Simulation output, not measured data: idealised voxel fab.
Proc. module: voxel tone inversion
Displayed cross-section: cut, width of 220 nm, square cells sized 5 nm.
A cross-section is a grid of square cells, given in bands from the top down. A band is one or more rows of cells.
Band entry format. Leading values: height of top, height of bottom, nm. Remainder: materials in left-to-right order, each with its width in nm. Special words: "edge to edge" on a single material, which then fills the band edge to edge; "empty", empty space.
Height is counted from the level 0, under which the received wafer is composed throughout of one material. The lowest of the bands is not closed at the bottom but continues downward, in the notation "0 and below".
A width such as "30..40" changes by the same amount from each row of cells to the next, from the band's top row to its bottom row.
The cross-section has no changed cell in any step marked "all unchanged".
Enclosed voids (no open way to top), threshold 8 cells or more, entry "Closed voids list", notation width x height at distance, distance from left edge, nm.
Where a step's line continues beyond its settings, the continuation is a remark by the simulator itself on that step.
overlay nm: on a step with a mask, how far right of its planned place the mask lay; negative means left.

# Listed below are the process steps as planned
- 1: RECEIVE: material Si
- 2: CONFORMAL_DEP: material SiN, thk nm 5
- 3: DIRECTIONAL_DEP: material aC, thk nm 20
- 4: PATTERN: tone cover, mask id POSTS, material resist, width nm 20, pitch nm 40, thk nm 30, overlay nm 0
- 5: DIRECTIONAL_ETCH: etch materials aC, depth nm 20
- 6: STRIP: etch materials resist
- 7: FILL_DEP: material lowk, thk nm 5
- 8: CMP: height nm 25
- 9: STRIP: etch materials aC
- 10: CONFORMAL_DEP: material TiN, thk nm 5
- 11: FILL_DEP: material Cu, thk nm 10
- 12: CMP: height nm 25
- 13: CONFORMAL_DEP: material SiCN, thk nm 5

# Cross-section of the incoming wafer, state after step 1
    0 and below  Si edge to edge
    Closed voids list: none

# What the wafer looks like in cross-section after this module, when it starts as shown above and follows the plan above but one mistake is made in running it
    30 down to 25  SiCN edge to edge
    25 down to 10  TiN (85)  Cu (10)  TiN (30)  Cu (10)  TiN (85)
    10 down to 5  TiN edge to edge
    5 down to 0  SiN edge to edge
    0 and below  Si edge to edge
    Closed voids list: none
Here's what went sideways: step 7 went in with a setting other than planned; the actual run was FILL_DEP: material TiN, thk nm 5
